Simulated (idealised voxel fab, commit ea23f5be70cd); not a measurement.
A process module follows: voxel lift off.
Section cut is 190 nm wide and gridded with 5 nm square cells.
How to read a cross-section here: the picture is a grid of square cells, written as bands going from the top down, and any band can span one or more rows of cells. A band entry consists of two parts. The first gives the height of the band's top and the height of its bottom, in nm. The rest lists the band's materials from left to right, each with its width in nm. A single material labelled with the word "throughout" fills the band from edge to edge, and the word "empty" marks empty space. Ref level 0: as-received wafer is one material below here. Bottom band extends down with no lower bound ("top 0, no bottom"). A width such as "30 to 40" changes by the same amount from each row of cells to the next, from the band's top row to its bottom row. A step reported as "remained the same" is a step in which no cell of the cross-section changed. "Enclosed void catalog": sealed empty spaces, 8 cells or more, no open way to top, listed width x height at distance, with distance from the left edge and width, height and distance in nm. Formally, on a step line, whatever follows the settings is a remark that the simulator itself makes on the step. What "overlay nm" on a step's line means: if the step has a mask, that mask lay this far to the right of its planned place, or, when the value is negative, to the left.

Planned step list for the process
step 1: RECEIVE (material Si)
step 2: CONFORMAL_DEP (material Al2O3; thk nm 15)
step 3: PATTERN (tone open; mask id LINES; material resist; width nm 15; pitch nm 45; thk nm 30; overlay nm 0)
step 4: DIRECTIONAL_DEP (material Ru; thk nm 15)
step 5: STRIP (etch materials resist)
step 6: CONFORMAL_DEP (material SiCN; thk nm 10)
Every wafer here starts from the same state; it is the step 3 width nm that distinguishes them, and the value the plan gives belongs to the first wafer.

Cross-section, first of several wafers, as delivered after step 1
* top 0, no bottom = Si throughout
* Enclosed void catalog: none

Quick look at the cross-section of the first of several wafers after step 6, which wraps up the module
* top 40, bottom 30 = empty (10)  SiCN (35)  empty (10)  SiCN (35)  empty (10)  SiCN (35)  empty (10)  SiCN (35)  empty (10)
* top 30, bottom 25 = empty (10)  SiCN (10)  Ru (15)  SiCN (10)  empty (10)  SiCN (10)  Ru (15)  SiCN (10)  empty (10)  SiCN (10)  Ru (15)  SiCN (10)  empty (10)  SiCN (10)  Ru (15)  SiCN (10)  empty (10)
* top 25, bottom 15 = SiCN (20)  Ru (15)  SiCN (30)  Ru (15)  SiCN (30)  Ru (15)  SiCN (30)  Ru (15)  SiCN (20)
* top 15, bottom 0 = Al2O3 throughout
* top 0, no bottom = Si throughout
* Enclosed void catalog: none

A cross-section through the last wafer at the close of the module
* top 40, bottom 30 = empty (5)  SiCN (180)  empty (5)
* top 30, bottom 25 = empty (5)  SiCN (10)  Ru (25)  SiCN (20)  Ru (25)  SiCN (20)  Ru (25)  SiCN (20)  Ru (25)  SiCN (10)  empty (5)
* top 25, bottom 15 = SiCN (15)  Ru (25)  SiCN (20)  Ru (25)  SiCN (20)  Ru (25)  SiCN (20)  Ru (25)  SiCN (15)
* top 15, bottom 0 = Al2O3 throughout
* top 0, no bottom = Si throughout
* Enclosed void catalog: none

Quick key for the table: a row per wafer, taken at the end of the module. For each material it tells you how many cells the wafer gained (+) or lost (-) since it came in, and the closed voids come after
width nm 15; +114 Al2O3; +36 Ru; +124 SiCN; Enclosed void catalog: none
width nm 20; +114 Al2O3; +48 Ru; +124 SiCN; Enclosed void catalog: none
width nm 25; +114 Al2O3; +60 Ru; +124 SiCN; Enclosed void catalog: none
